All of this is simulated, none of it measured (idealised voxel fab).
process module | voxel transistor to metal
cross-section cut | 190 nm wide | cells 5 nm
A cross-section is a grid of square cells, given in bands from the top down. A band is one or more rows of cells.
Each band's line starts with the height of the band's top and of its bottom, in nm. Then come its materials from left to right, each with its width in nm. One material with "throughout" fills the band from edge to edge. "air" is empty space.
Height 0 is the level under which the wafer as received is all one material. The lowest band goes on downwards, as in "0 down".
A width such as "30 to 40" changes by the same amount from each row of cells to the next, from the band's top row to its bottom row.
"no change" after a step means that no cell of the cross-section changed.
closed voids: empty space of 8 cells or more with no open way to the top, each as width x height at its distance from the left edge, in nm
after a step's settings: what the simulator itself notes on the step
overlay nm, on a step with a mask: how far to the right of its planned place the mask lay; to the left if negative
plan
1 op RECEIVE | material Si
2 op OXIDIZE | depth nm 5
3 op CONFORMAL_DEP | material SiN | thk nm 10
4 op PATTERN | tone cover | mask id ACTIVE | material resist | width nm 120 | thk nm 20 | overlay nm 0
5 op DIRECTIONAL_ETCH | etch materials SiN | depth nm 10
6 op DIRECTIONAL_ETCH | etch materials SiO2 | depth nm 5
7 op DIRECTIONAL_ETCH | etch materials Si | depth nm 20
8 op STRIP | etch materials resist
9 op FILL_DEP | material SiO2 | thk nm 15
10 op CMP | height nm 10
11 op SELECTIVE_ETCH | etch materials SiO2 | depth nm 5
12 op STRIP | etch materials SiN
13 op SELECTIVE_ETCH | etch materials SiO2 | depth nm 5
14 op OXIDIZE | depth nm 5
15 op DIRECTIONAL_DEP | material polySi | thk nm 20
16 op DIRECTIONAL_DEP | material SiCN | thk nm 10
17 op DIRECTIONAL_DEP | material aC | thk nm 15
18 op PATTERN | tone cover | mask id GATE | material resist | width nm 30 | thk nm 30 | overlay nm 0
19 op DIRECTIONAL_ETCH | etch materials aC | depth nm 15
20 op STRIP | etch materials resist
21 op DIRECTIONAL_ETCH | etch materials SiCN | depth nm 20
22 op DIRECTIONAL_ETCH | etch materials polySi | depth nm 30
23 op STRIP | etch materials aC
24 op CONFORMAL_DEP | material SiN | thk nm 5
25 op DIRECTIONAL_ETCH | etch materials SiN | depth nm 5
26 op DIRECTIONAL_ETCH | etch materials SiO2 | depth nm 5
27 op DIRECTIONAL_ETCH | etch materials Si | depth nm 10
28 op EPI | material pSi | thk nm 10
29 op FILL_DEP | material SiO2 | thk nm 5
30 op CMP | height nm 15
31 op STRIP | etch materials polySi
32 op SELECTIVE_ETCH | etch materials SiO2 | depth nm 5
33 op CONFORMAL_DEP | material HfO2 | thk nm 5
34 op CONFORMAL_DEP | material TiN | thk nm 5
35 op FILL_DEP | material W | thk nm 5
36 op CMP | height nm 10
37 op DIRECTIONAL_DEP | material SiO2 | thk nm 10
38 op PATTERN | tone open | mask id CONTACT | material resist | width nm 15 | pitch nm 85 | thk nm 20 | overlay nm 0
39 op DIRECTIONAL_ETCH | etch materials SiO2 | depth nm 30
40 op STRIP | etch materials resist
41 op CONFORMAL_DEP | material TiN | thk nm 5
42 op FILL_DEP | material W | thk nm 5
43 op CMP | height nm 20
44 op CONFORMAL_DEP | material SiCN | thk nm 5
45 op DIRECTIONAL_DEP | material SiO2 | thk nm 15
46 op PATTERN | tone open | mask id METAL_1 | material resist | width nm 15 | pitch nm 85 | thk nm 20 | overlay nm 0
47 op DIRECTIONAL_ETCH | etch materials SiO2 | depth nm 15
48 op DIRECTIONAL_ETCH | etch materials SiCN | depth nm 5
49 op STRIP | etch materials resist
50 op CONFORMAL_DEP | material TiN | thk nm 5
51 op FILL_DEP | material W | thk nm 5
52 op CMP | height nm 40
53 op CONFORMAL_DEP | material SiCN | thk nm 5
54 op DIRECTIONAL_DEP | material lowk | thk nm 25
55 op DIRECTIONAL_DEP | material aC | thk nm 15
56 op PATTERN | tone open | mask id METAL_2 | material resist | width nm 15 | pitch nm 85 | thk nm 30 | overlay nm 0
57 op DIRECTIONAL_ETCH | etch materials aC | depth nm 15
58 op STRIP | etch materials resist
59 op DIRECTIONAL_ETCH | etch materials lowk | depth nm 15
60 op STRIP | etch materials aC
61 op PATTERN | tone open | mask id METAL_2_HOLES | material resist | width nm 15 | pitch nm 85 | thk nm 20 | overlay nm 0
62 op DIRECTIONAL_ETCH | etch materials lowk | depth nm 10
63 op DIRECTIONAL_ETCH | etch materials SiCN | depth nm 5
64 op STRIP | etch materials resist
65 op CONFORMAL_DEP | material TiN | thk nm 5
66 op FILL_DEP | material Cu | thk nm 10
67 op CMP | height nm 70
68 op CONFORMAL_DEP | material SiN | thk nm 5
first wafer, as planned
as received, after step 1
  0 down: Si throughout
  closed voids: none
after step 2
  0 to -5: SiO2 throughout
  below -5: unchanged
after step 3
  10 to 0: SiN throughout
  below 0: unchanged
after step 4
  30 to 10: air 35 | resist 120 | air 35
  below 10: unchanged
after step 5
  30 to 10: air 35 | resist 120 | air 35
  10 to 0: air 35 | SiN 120 | air 35
  below 0: unchanged
after step 6
  30 to 10: air 35 | resist 120 | air 35
  10 to 0: air 35 | SiN 120 | air 35
  0 to -5: air 35 | SiO2 120 | air 35
  below -5: unchanged
after step 7
  30 to 10: air 35 | resist 120 | air 35
  10 to 0: air 35 | SiN 120 | air 35
  0 to -5: air 35 | SiO2 120 | air 35
  -5 to -25: air 35 | Si 120 | air 35
  below -25: unchanged
after step 8
  10 to 0: air 35 | SiN 120 | air 35
  below 0: unchanged
after step 9
  25 to 10: SiO2 throughout
  10 to 0: SiO2 35 | SiN 120 | SiO2 35
  0 to -5: SiO2 throughout
  -5 to -25: SiO2 35 | Si 120 | SiO2 35
  below -25: unchanged
after step 10
  10 to 0: SiO2 35 | SiN 120 | SiO2 35
  below 0: unchanged
after step 11
  10 to 5: air 35 | SiN 120 | air 35
  below 5: unchanged
after step 12
  5 to 0: SiO2 35 | air 120 | SiO2 35
  below 0: unchanged
after step 13
  0 to -5: SiO2 30 | air 130 | SiO2 30
  below -5: unchanged
after step 14
  0 to -5: SiO2 30 | air 130 | SiO2 30
  -5 to -10: SiO2 throughout
  below -10: unchanged
after step 15
  20 to 15: polySi 30 | air 130 | polySi 30
  15 to 0: polySi throughout
  0 to -5: SiO2 30 | polySi 130 | SiO2 30
  below -5: unchanged
after step 16
  30 to 25: SiCN 30 | air 130 | SiCN 30
  25 to 20: SiCN throughout
  20 to 15: polySi 30 | SiCN 130 | polySi 30
  below 15: unchanged
after step 17
  45 to 40: aC 30 | air 130 | aC 30
  40 to 30: aC throughout
  30 to 25: SiCN 30 | aC 130 | SiCN 30
  below 25: unchanged
after step 18
  75 to 45: air 80 | resist 30 | air 80
  45 to 40: aC 30 | air 50 | resist 30 | air 50 | aC 30
  below 40: unchanged
after step 19
  60 to 40: air 80 | resist 30 | air 80
  40 to 30: air 80 | aC 30 | air 80
  30 to 25: SiCN 30 | air 50 | aC 30 | air 50 | SiCN 30
  below 25: unchanged
after step 20
  40 to 30: air 80 | aC 30 | air 80
  below 30: unchanged
after step 21
  40 to 25: air 80 | aC 30 | air 80
  25 to 20: air 80 | SiCN 30 | air 80
  20 to 15: polySi 30 | air 50 | SiCN 30 | air 50 | polySi 30
  below 15: unchanged
after step 22
  40 to 25: air 80 | aC 30 | air 80
  25 to 15: air 80 | SiCN 30 | air 80
  15 to 0: air 80 | polySi 30 | air 80
  0 to -5: SiO2 30 | air 50 | polySi 30 | air 50 | SiO2 30
  below -5: unchanged
after step 23
  25 to 15: air 80 | SiCN 30 | air 80
  below 15: unchanged
after step 24
  30 to 25: air 75 | SiN 40 | air 75
  25 to 15: air 75 | SiN 5 | SiCN 30 | SiN 5 | air 75
  15 to 5: air 75 | SiN 5 | polySi 30 | SiN 5 | air 75
  5 to 0: SiN 35 | air 40 | SiN 5 | polySi 30 | SiN 5 | air 40 | SiN 35
  0 to -5: SiO2 30 | SiN 50 | polySi 30 | SiN 50 | SiO2 30
  below -5: unchanged
after step 25
  25 to 15: air 75 | SiN 5 | SiCN 30 | SiN 5 | air 75
  15 to 0: air 75 | SiN 5 | polySi 30 | SiN 5 | air 75
  0 to -5: SiO2 30 | SiN 5 | air 40 | SiN 5 | polySi 30 | SiN 5 | air 40 | SiN 5 | SiO2 30
  below -5: unchanged
after step 26
  25 to 15: air 75 | SiN 5 | SiCN 30 | SiN 5 | air 75
  15 to 0: air 75 | SiN 5 | polySi 30 | SiN 5 | air 75
  0 to -5: air 30 | SiN 5 | air 40 | SiN 5 | polySi 30 | SiN 5 | air 40 | SiN 5 | air 30
  -5 to -10: SiO2 35 | air 40 | SiO2 40 | air 40 | SiO2 35
  below -10: unchanged
after step 27
  25 to 15: air 75 | SiN 5 | SiCN 30 | SiN 5 | air 75
  15 to 0: air 75 | SiN 5 | polySi 30 | SiN 5 | air 75
  0 to -5: air 30 | SiN 5 | air 40 | SiN 5 | polySi 30 | SiN 5 | air 40 | SiN 5 | air 30
  -5 to -10: SiO2 35 | air 40 | SiO2 40 | air 40 | SiO2 35
  -10 to -20: SiO2 35 | air 40 | Si 40 | air 40 | SiO2 35
  below -20: unchanged
after step 28
  25 to 15: air 75 | SiN 5 | SiCN 30 | SiN 5 | air 75
  15 to 0: air 75 | SiN 5 | polySi 30 | SiN 5 | air 75
  0 to -5: air 30 | SiN 5 | air 30 | pSi 10 | SiN 5 | polySi 30 | SiN 5 | pSi 10 | air 30 | SiN 5 | air 30
  -5 to -10: SiO2 35 | air 30 | pSi 10 | SiO2 40 | pSi 10 | air 30 | SiO2 35
  -10 to -20: SiO2 35 | pSi 40 | Si 40 | pSi 40 | SiO2 35
  below -20: unchanged
after step 29
  30 to 25: SiO2 throughout
  25 to 15: SiO2 75 | SiN 5 | SiCN 30 | SiN 5 | SiO2 75
  15 to 0: SiO2 75 | SiN 5 | polySi 30 | SiN 5 | SiO2 75
  0 to -5: SiO2 30 | SiN 5 | SiO2 30 | pSi 10 | SiN 5 | polySi 30 | SiN 5 | pSi 10 | SiO2 30 | SiN 5 | SiO2 30
  -5 to -10: SiO2 65 | pSi 10 | SiO2 40 | pSi 10 | SiO2 65
  below -10: unchanged
after step 30
  15 to 0: SiO2 75 | SiN 5 | polySi 30 | SiN 5 | SiO2 75
  below 0: unchanged
after step 31
  15 to 0: SiO2 75 | SiN 5 | air 30 | SiN 5 | SiO2 75
  0 to -5: SiO2 30 | SiN 5 | SiO2 30 | pSi 10 | SiN 5 | air 30 | SiN 5 | pSi 10 | SiO2 30 | SiN 5 | SiO2 30
  below -5: unchanged
after step 32
  15 to 10: air 75 | SiN 5 | air 30 | SiN 5 | air 75
  10 to 0: SiO2 75 | SiN 5 | air 30 | SiN 5 | SiO2 75
  0 to -5: SiO2 30 | SiN 5 | SiO2 30 | pSi 10 | SiN 5 | air 30 | SiN 5 | pSi 10 | SiO2 30 | SiN 5 | SiO2 30
  -5 to -10: SiO2 65 | pSi 10 | air 40 | pSi 10 | SiO2 65
  below -10: unchanged
after step 33
  20 to 15: air 70 | HfO2 15 | air 20 | HfO2 15 | air 70
  15 to 10: HfO2 75 | SiN 5 | HfO2 5 | air 20 | HfO2 5 | SiN 5 | HfO2 75
  10 to 0: SiO2 75 | SiN 5 | HfO2 5 | air 20 | HfO2 5 | SiN 5 | SiO2 75
  0 to -5: SiO2 30 | SiN 5 | SiO2 30 | pSi 10 | SiN 5 | HfO2 5 | air 20 | HfO2 5 | SiN 5 | pSi 10 | SiO2 30 | SiN 5 | SiO2 30
  -5 to -10: SiO2 65 | pSi 10 | HfO2 40 | pSi 10 | SiO2 65
  below -10: unchanged
after step 34
  25 to 20: air 65 | TiN 25 | air 10 | TiN 25 | air 65
  20 to 15: TiN 70 | HfO2 15 | TiN 5 | air 10 | TiN 5 | HfO2 15 | TiN 70
  15 to 10: HfO2 75 | SiN 5 | HfO2 5 | TiN 5 | air 10 | TiN 5 | HfO2 5 | SiN 5 | HfO2 75
  10 to 0: SiO2 75 | SiN 5 | HfO2 5 | TiN 5 | air 10 | TiN 5 | HfO2 5 | SiN 5 | SiO2 75
  0 to -5: SiO2 30 | SiN 5 | SiO2 30 | pSi 10 | SiN 5 | HfO2 5 | TiN 20 | HfO2 5 | SiN 5 | pSi 10 | SiO2 30 | SiN 5 | SiO2 30
  below -5: unchanged
after step 35
  30 to 25: W throughout
  25 to 20: W 65 | TiN 25 | W 10 | TiN 25 | W 65
  20 to 15: TiN 70 | HfO2 15 | TiN 5 | W 10 | TiN 5 | HfO2 15 | TiN 70
  15 to 10: HfO2 75 | SiN 5 | HfO2 5 | TiN 5 | W 10 | TiN 5 | HfO2 5 | SiN 5 | HfO2 75
  10 to 0: SiO2 75 | SiN 5 | HfO2 5 | TiN 5 | W 10 | TiN 5 | HfO2 5 | SiN 5 | SiO2 75
  below 0: unchanged
after step 36
  10 to 0: SiO2 75 | SiN 5 | HfO2 5 | TiN 5 | W 10 | TiN 5 | HfO2 5 | SiN 5 | SiO2 75
  below 0: unchanged
after step 37
  20 to 10: SiO2 throughout
  below 10: unchanged
after step 38
  40 to 20: resist 45 | air 15 | resist 70 | air 15 | resist 45
  below 20: unchanged
after step 39
  40 to 20: resist 45 | air 15 | resist 70 | air 15 | resist 45
  20 to 10: SiO2 45 | air 15 | SiO2 70 | air 15 | SiO2 45
  10 to 0: SiO2 45 | air 15 | SiO2 15 | SiN 5 | HfO2 5 | TiN 5 | W 10 | TiN 5 | HfO2 5 | SiN 5 | SiO2 15 | air 15 | SiO2 45
  0 to -5: SiO2 30 | SiN 5 | SiO2 10 | air 15 | SiO2 5 | pSi 10 | SiN 5 | HfO2 5 | TiN 20 | HfO2 5 | SiN 5 | pSi 10 | SiO2 5 | air 15 | SiO2 10 | SiN 5 | SiO2 30
  -5 to -10: SiO2 45 | air 15 | SiO2 5 | pSi 10 | HfO2 40 | pSi 10 | SiO2 5 | air 15 | SiO2 45
  below -10: unchanged
after step 40
  20 to 10: SiO2 45 | air 15 | SiO2 70 | air 15 | SiO2 45
  below 10: unchanged
after step 41
  25 to 20: TiN 50 | air 5 | TiN 80 | air 5 | TiN 50
  20 to 10: SiO2 45 | TiN 5 | air 5 | TiN 5 | SiO2 70 | TiN 5 | air 5 | TiN 5 | SiO2 45
  10 to 0: SiO2 45 | TiN 5 | air 5 | TiN 5 | SiO2 15 | SiN 5 | HfO2 5 | TiN 5 | W 10 | TiN 5 | HfO2 5 | SiN 5 | SiO2 15 | TiN 5 | air 5 | TiN 5 | SiO2 45
  0 to -5: SiO2 30 | SiN 5 | SiO2 10 | TiN 5 | air 5 | TiN 5 | SiO2 5 | pSi 10 | SiN 5 | HfO2 5 | TiN 20 | HfO2 5 | SiN 5 | pSi 10 | SiO2 5 | TiN 5 | air 5 | TiN 5 | SiO2 10 | SiN 5 | SiO2 30
  -5 to -10: SiO2 45 | TiN 15 | SiO2 5 | pSi 10 | HfO2 40 | pSi 10 | SiO2 5 | TiN 15 | SiO2 45
  below -10: unchanged
after step 42
  30 to 25: W throughout
  25 to 20: TiN 50 | W 5 | TiN 80 | W 5 | TiN 50
  20 to 10: SiO2 45 | TiN 5 | W 5 | TiN 5 | SiO2 70 | TiN 5 | W 5 | TiN 5 | SiO2 45
  10 to 0: SiO2 45 | TiN 5 | W 5 | TiN 5 | SiO2 15 | SiN 5 | HfO2 5 | TiN 5 | W 10 | TiN 5 | HfO2 5 | SiN 5 | SiO2 15 | TiN 5 | W 5 | TiN 5 | SiO2 45
  0 to -5: SiO2 30 | SiN 5 | SiO2 10 | TiN 5 | W 5 | TiN 5 | SiO2 5 | pSi 10 | SiN 5 | HfO2 5 | TiN 20 | HfO2 5 | SiN 5 | pSi 10 | SiO2 5 | TiN 5 | W 5 | TiN 5 | SiO2 10 | SiN 5 | SiO2 30
  below -5: unchanged
after step 43
  20 to 10: SiO2 45 | TiN 5 | W 5 | TiN 5 | SiO2 70 | TiN 5 | W 5 | TiN 5 | SiO2 45
  below 10: unchanged
after step 44
  25 to 20: SiCN throughout
  below 20: unchanged
after step 45
  40 to 25: SiO2 throughout
  below 25: unchanged
after step 46
  60 to 40: resist 45 | air 15 | resist 70 | air 15 | resist 45
  below 40: unchanged
after step 47
  60 to 40: resist 45 | air 15 | resist 70 | air 15 | resist 45
  40 to 25: SiO2 45 | air 15 | SiO2 70 | air 15 | SiO2 45
  below 25: unchanged
after step 48
  60 to 40: resist 45 | air 15 | resist 70 | air 15 | resist 45
  40 to 25: SiO2 45 | air 15 | SiO2 70 | air 15 | SiO2 45
  25 to 20: SiCN 45 | air 15 | SiCN 70 | air 15 | SiCN 45
  below 20: unchanged
after step 49
  40 to 25: SiO2 45 | air 15 | SiO2 70 | air 15 | SiO2 45
  below 25: unchanged
after step 50
  45 to 40: TiN 50 | air 5 | TiN 80 | air 5 | TiN 50
  40 to 25: SiO2 45 | TiN 5 | air 5 | TiN 5 | SiO2 70 | TiN 5 | air 5 | TiN 5 | SiO2 45
  25 to 20: SiCN 45 | TiN 15 | SiCN 70 | TiN 15 | SiCN 45
  below 20: unchanged
after step 51
  50 to 45: W throughout
  45 to 40: TiN 50 | W 5 | TiN 80 | W 5 | TiN 50
  40 to 25: SiO2 45 | TiN 5 | W 5 | TiN 5 | SiO2 70 | TiN 5 | W 5 | TiN 5 | SiO2 45
  below 25: unchanged
after step 52
  40 to 25: SiO2 45 | TiN 5 | W 5 | TiN 5 | SiO2 70 | TiN 5 | W 5 | TiN 5 | SiO2 45
  below 25: unchanged
after step 53
  45 to 40: SiCN throughout
  below 40: unchanged
after step 54
  70 to 45: lowk throughout
  below 45: unchanged
after step 55
  85 to 70: aC throughout
  below 70: unchanged
after step 56
  115 to 85: resist 45 | air 15 | resist 70 | air 15 | resist 45
  below 85: unchanged
after step 57
  100 to 85: resist 45 | air 15 | resist 70 | air 15 | resist 45
  85 to 70: aC 45 | air 15 | aC 70 | air 15 | aC 45
  below 70: unchanged
after step 58
  85 to 70: aC 45 | air 15 | aC 70 | air 15 | aC 45
  below 70: unchanged
after step 59
  85 to 70: aC 45 | air 15 | aC 70 | air 15 | aC 45
  70 to 55: lowk 45 | air 15 | lowk 70 | air 15 | lowk 45
  below 55: unchanged
after step 60
  70 to 55: lowk 45 | air 15 | lowk 70 | air 15 | lowk 45
  below 55: unchanged
after step 61
  90 to 70: resist 45 | air 15 | resist 70 | air 15 | resist 45
  below 70: unchanged
after step 62
  90 to 70: resist 45 | air 15 | resist 70 | air 15 | resist 45
  70 to 45: lowk 45 | air 15 | lowk 70 | air 15 | lowk 45
  below 45: unchanged
after step 63
  90 to 70: resist 45 | air 15 | resist 70 | air 15 | resist 45
  70 to 45: lowk 45 | air 15 | lowk 70 | air 15 | lowk 45
  45 to 40: SiCN 45 | air 15 | SiCN 70 | air 15 | SiCN 45
  below 40: unchanged
after step 64
  70 to 45: lowk 45 | air 15 | lowk 70 | air 15 | lowk 45
  below 45: unchanged
after step 65
  75 to 70: TiN 50 | air 5 | TiN 80 | air 5 | TiN 50
  70 to 45: lowk 45 | TiN 5 | air 5 | TiN 5 | lowk 70 | TiN 5 | air 5 | TiN 5 | lowk 45
  45 to 40: SiCN 45 | TiN 15 | SiCN 70 | TiN 15 | SiCN 45
  below 40: unchanged
after step 66
  85 to 75: Cu throughout
  75 to 70: TiN 50 | Cu 5 | TiN 80 | Cu 5 | TiN 50
  70 to 45: lowk 45 | TiN 5 | Cu 5 | TiN 5 | lowk 70 | TiN 5 | Cu 5 | TiN 5 | lowk 45
  below 45: unchanged
after step 67
  70 to 45: lowk 45 | TiN 5 | Cu 5 | TiN 5 | lowk 70 | TiN 5 | Cu 5 | TiN 5 | lowk 45
  below 45: unchanged
after step 68
  75 to 70: SiN throughout
  below 70: unchanged
second wafer: like start, like plan, one mistake. Through step 2 it matches the first wafer
when step 3 should have ended
  10 to 0: SiCN throughout
  below 0: unchanged
when step 4 should have ended
  30 to 10: air 35 | resist 120 | air 35
  below 10: unchanged
when step 5 should have ended: no change
when step 6 should have ended: no change
when step 7 should have ended: no change
when step 8 should have ended
  10 to 0: SiCN throughout
  below 0: unchanged
when step 9 should have ended
  25 to 10: SiO2 throughout
  below 10: unchanged
when step 10 should have ended
  10 to 0: SiCN throughout
  below 0: unchanged
when step 11 should have ended: no change
when step 12 should have ended: no change
when step 13 should have ended: no change
when step 14 should have ended: no change
when step 15 should have ended
  30 to 10: polySi throughout
  below 10: unchanged
when step 16 should have ended
  40 to 30: SiCN throughout
  below 30: unchanged
when step 17 should have ended
  55 to 40: aC throughout
  below 40: unchanged
when step 18 should have ended
  85 to 55: air 80 | resist 30 | air 80
  below 55: unchanged
when step 19 should have ended
  70 to 55: air 80 | resist 30 | air 80
  55 to 40: air 80 | aC 30 | air 80
  below 40: unchanged
when step 20 should have ended
  55 to 40: air 80 | aC 30 | air 80
  below 40: unchanged
when step 21 should have ended
  55 to 40: air 80 | aC 30 | air 80
  40 to 30: air 80 | SiCN 30 | air 80
  below 30: unchanged
when step 22 should have ended
  55 to 40: air 80 | aC 30 | air 80
  40 to 30: air 80 | SiCN 30 | air 80
  30 to 10: air 80 | polySi 30 | air 80
  below 10: unchanged
when step 23 should have ended
  40 to 30: air 80 | SiCN 30 | air 80
  below 30: unchanged
when step 24 should have ended
  45 to 40: air 75 | SiN 40 | air 75
  40 to 30: air 75 | SiN 5 | SiCN 30 | SiN 5 | air 75
  30 to 15: air 75 | SiN 5 | polySi 30 | SiN 5 | air 75
  15 to 10: SiN 80 | polySi 30 | SiN 80
  below 10: unchanged
when step 25 should have ended
  40 to 30: air 75 | SiN 5 | SiCN 30 | SiN 5 | air 75
  30 to 10: air 75 | SiN 5 | polySi 30 | SiN 5 | air 75
  below 10: unchanged
when step 26 should have ended: no change
when step 27 should have ended: no change
when step 28 should have ended: no change
when step 29 should have ended
  45 to 40: SiO2 throughout
  40 to 30: SiO2 75 | SiN 5 | SiCN 30 | SiN 5 | SiO2 75
  30 to 10: SiO2 75 | SiN 5 | polySi 30 | SiN 5 | SiO2 75
  below 10: unchanged
when step 30 should have ended
  15 to 10: SiO2 75 | SiN 5 | polySi 30 | SiN 5 | SiO2 75
  below 10: unchanged
when step 31 should have ended
  15 to 10: SiO2 75 | SiN 5 | air 30 | SiN 5 | SiO2 75
  below 10: unchanged
when step 32 should have ended
  15 to 10: air 75 | SiN 5 | air 30 | SiN 5 | air 75
  below 10: unchanged
when step 33 should have ended
  20 to 15: air 70 | HfO2 15 | air 20 | HfO2 15 | air 70
  15 to 10: HfO2 75 | SiN 5 | HfO2 30 | SiN 5 | HfO2 75
  below 10: unchanged
when step 34 should have ended
  25 to 20: air 65 | TiN 25 | air 10 | TiN 25 | air 65
  20 to 15: TiN 70 | HfO2 15 | TiN 20 | HfO2 15 | TiN 70
  below 15: unchanged
when step 35 should have ended
  30 to 25: W throughout
  25 to 20: W 65 | TiN 25 | W 10 | TiN 25 | W 65
  below 20: unchanged
when step 36 should have ended
  10 to 0: SiCN throughout
  below 0: unchanged
when step 37 should have ended
  20 to 10: SiO2 throughout
  below 10: unchanged
when step 38 should have ended
  40 to 20: resist 45 | air 15 | resist 70 | air 15 | resist 45
  below 20: unchanged
when step 39 should have ended
  40 to 20: resist 45 | air 15 | resist 70 | air 15 | resist 45
  20 to 10: SiO2 45 | air 15 | SiO2 70 | air 15 | SiO2 45
  below 10: unchanged
when step 40 should have ended
  20 to 10: SiO2 45 | air 15 | SiO2 70 | air 15 | SiO2 45
  below 10: unchanged
when step 41 should have ended
  25 to 20: TiN 50 | air 5 | TiN 80 | air 5 | TiN 50
  20 to 15: SiO2 45 | TiN 5 | air 5 | TiN 5 | SiO2 70 | TiN 5 | air 5 | TiN 5 | SiO2 45
  15 to 10: SiO2 45 | TiN 15 | SiO2 70 | TiN 15 | SiO2 45
  below 10: unchanged
when step 42 should have ended
  30 to 25: W throughout
  25 to 20: TiN 50 | W 5 | TiN 80 | W 5 | TiN 50
  20 to 15: SiO2 45 | TiN 5 | W 5 | TiN 5 | SiO2 70 | TiN 5 | W 5 | TiN 5 | SiO2 45
  below 15: unchanged
when step 43 should have ended
  20 to 15: SiO2 45 | TiN 5 | W 5 | TiN 5 | SiO2 70 | TiN 5 | W 5 | TiN 5 | SiO2 45
  below 15: unchanged
when step 44 should have ended
  25 to 20: SiCN throughout
  below 20: unchanged
when step 45 should have ended
  40 to 25: SiO2 throughout
  below 25: unchanged
when step 46 should have ended
  60 to 40: resist 45 | air 15 | resist 70 | air 15 | resist 45
  below 40: unchanged
when step 47 should have ended
  60 to 40: resist 45 | air 15 | resist 70 | air 15 | resist 45
  40 to 25: SiO2 45 | air 15 | SiO2 70 | air 15 | SiO2 45
  below 25: unchanged
when step 48 should have ended
  60 to 40: resist 45 | air 15 | resist 70 | air 15 | resist 45
  40 to 25: SiO2 45 | air 15 | SiO2 70 | air 15 | SiO2 45
  25 to 20: SiCN 45 | air 15 | SiCN 70 | air 15 | SiCN 45
  below 20: unchanged
when step 49 should have ended
  40 to 25: SiO2 45 | air 15 | SiO2 70 | air 15 | SiO2 45
  below 25: unchanged
when step 50 should have ended
  45 to 40: TiN 50 | air 5 | TiN 80 | air 5 | TiN 50
  40 to 25: SiO2 45 | TiN 5 | air 5 | TiN 5 | SiO2 70 | TiN 5 | air 5 | TiN 5 | SiO2 45
  25 to 20: SiCN 45 | TiN 15 | SiCN 70 | TiN 15 | SiCN 45
  below 20: unchanged
when step 51 should have ended
  50 to 45: W throughout
  45 to 40: TiN 50 | W 5 | TiN 80 | W 5 | TiN 50
  40 to 25: SiO2 45 | TiN 5 | W 5 | TiN 5 | SiO2 70 | TiN 5 | W 5 | TiN 5 | SiO2 45
  below 25: unchanged
when step 52 should have ended
  40 to 25: SiO2 45 | TiN 5 | W 5 | TiN 5 | SiO2 70 | TiN 5 | W 5 | TiN 5 | SiO2 45
  below 25: unchanged
when step 53 should have ended
  45 to 40: SiCN throughout
  below 40: unchanged
when step 54 should have ended
  70 to 45: lowk throughout
  below 45: unchanged
when step 55 should have ended
  85 to 70: aC throughout
  below 70: unchanged
when step 56 should have ended
  115 to 85: resist 45 | air 15 | resist 70 | air 15 | resist 45
  below 85: unchanged
when step 57 should have ended
  100 to 85: resist 45 | air 15 | resist 70 | air 15 | resist 45
  85 to 70: aC 45 | air 15 | aC 70 | air 15 | aC 45
  below 70: unchanged
when step 58 should have ended
  85 to 70: aC 45 | air 15 | aC 70 | air 15 | aC 45
  below 70: unchanged
when step 59 should have ended
  85 to 70: aC 45 | air 15 | aC 70 | air 15 | aC 45
  70 to 55: lowk 45 | air 15 | lowk 70 | air 15 | lowk 45
  below 55: unchanged
when step 60 should have ended
  70 to 55: lowk 45 | air 15 | lowk 70 | air 15 | lowk 45
  below 55: unchanged
when step 61 should have ended
  90 to 70: resist 45 | air 15 | resist 70 | air 15 | resist 45
  below 70: unchanged
when step 62 should have ended
  90 to 70: resist 45 | air 15 | resist 70 | air 15 | resist 45
  70 to 45: lowk 45 | air 15 | lowk 70 | air 15 | lowk 45
  below 45: unchanged
when step 63 should have ended
  90 to 70: resist 45 | air 15 | resist 70 | air 15 | resist 45
  70 to 45: lowk 45 | air 15 | lowk 70 | air 15 | lowk 45
  45 to 40: SiCN 45 | air 15 | SiCN 70 | air 15 | SiCN 45
  below 40: unchanged
when step 64 should have ended
  70 to 45: lowk 45 | air 15 | lowk 70 | air 15 | lowk 45
  below 45: unchanged
when step 65 should have ended
  75 to 70: TiN 50 | air 5 | TiN 80 | air 5 | TiN 50
  70 to 45: lowk 45 | TiN 5 | air 5 | TiN 5 | lowk 70 | TiN 5 | air 5 | TiN 5 | lowk 45
  45 to 40: SiCN 45 | TiN 15 | SiCN 70 | TiN 15 | SiCN 45
  below 40: unchanged
when step 66 should have ended
  85 to 75: Cu throughout
  75 to 70: TiN 50 | Cu 5 | TiN 80 | Cu 5 | TiN 50
  70 to 45: lowk 45 | TiN 5 | Cu 5 | TiN 5 | lowk 70 | TiN 5 | Cu 5 | TiN 5 | lowk 45
  below 45: unchanged
when step 67 should have ended
  70 to 45: lowk 45 | TiN 5 | Cu 5 | TiN 5 | lowk 70 | TiN 5 | Cu 5 | TiN 5 | lowk 45
  below 45: unchanged
when step 68 should have ended
  75 to 70: SiN throughout
  below 70: unchanged
what went wrong: step 3 ran as: op CONFORMAL_DEP | material SiCN | thk nm 10
at the end the second wafer has, in cells: 14 fewer of HfO2 | 112 more of Si | 76 more of SiCN | 8 fewer of SiN | 90 fewer of SiO2 | 24 fewer of TiN | 12 fewer of W | 40 fewer of pSi
